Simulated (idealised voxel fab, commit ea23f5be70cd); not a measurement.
The process module presented herein is designated voxel air gaps.
The cross-section shown here is cut; it is 175 nm wide and divided into square cells measuring 5 nm on a side.
A cross-section is a grid of square cells, given in bands from the top down. A band is one or more rows of cells. What a band's entry tells you: where the top is and where the bottom is, as heights in nm, and after that what lies inside, material by material from left to right, each with its width in nm. Empty space is written as the word "air", and a single material marked with the word "throughout" occupies the band from edge to edge. Height reference: 0 = level under which incoming wafer is all one material. Lowest band: no bottom, runs on downward, e.g. "top 0, no bottom". When a width is written as two numbers, as in "30..40", the first number is the width in the top row of cells of the band and the second is the width in its bottom row, and the width changes by the same amount from each row to the next. No cell of the cross-section changed in a step that is given as "nothing got changed". "Closed internal cavities" enumerates empty spaces isolated from the top, with no open way to it, that contain at least 8 cells, giving each as width x height at distance from the left edge, all three in nm. Past the settings on a step's line: simulator remark, on that step. Among the settings permitted on a step's line is "overlay nm"; applied to a step with a mask, it specifies the extent to which the mask lay to the right of its planned position, whereas a negative figure signifies a position to the left.
-- This section lists the process steps that were planned
1. RECEIVE with material Si
2. CONFORMAL_DEP with material SiO2, thk nm 15
3. CONFORMAL_DEP with material SiCN, thk nm 5
4. DIRECTIONAL_DEP with material lowk, thk nm 35
5. DIRECTIONAL_DEP with material aC, thk nm 15
6. PATTERN with tone open, mask id LINES, material resist, width nm 15, pitch nm 50, thk nm 30, overlay nm 0
7. DIRECTIONAL_ETCH with etch materials aC, depth nm 15
8. STRIP with etch materials resist
9. DIRECTIONAL_ETCH with etch materials lowk, depth nm 35
10. STRIP with etch materials aC
11. CONFORMAL_DEP with material TiN, thk nm 5
12. FILL_DEP with material Cu, thk nm 5
13. CMP with height nm 55
14. EPI with material Ru, thk nm 10
15. SELECTIVE_ETCH with etch materials lowk, depth nm 45
16. CONFORMAL_DEP with material SiCN, thk nm 5
Every wafer here starts from the same state; it is the step 6 width nm that distinguishes them, and the value the plan gives belongs to the first wafer.
-- As received, i.e. after step 1: cross-section through the first of several wafers
	top 0, no bottom: Si throughout
	Closed internal cavities: none
-- Tabulated below, wafer by wafer, are the end-of-module results: for each material, the number of cells gained (+) or lost (-) relative to the as-received state, followed by the closed voids
width nm 15; +18 Cu; +42 Ru; +148 SiCN; +105 SiO2; +45 TiN; Closed internal cavities: none
width nm 20; +36 Cu; +48 Ru; +148 SiCN; +105 SiO2; +48 TiN; Closed internal cavities: 20 x 25 at 55; 20 x 25 at 105
width nm 25; +54 Cu; +54 Ru; +140 SiCN; +105 SiO2; +51 TiN; Closed internal cavities: 15 x 25 at 55; 15 x 25 at 105
width nm 30; +72 Cu; +60 Ru; +96 SiCN; +105 SiO2; +54 TiN; +56 lowk; Closed internal cavities: none
width nm 35; +90 Cu; +62 Ru; +96 SiCN; +105 SiO2; +57 TiN; +42 lowk; Closed internal cavities: none
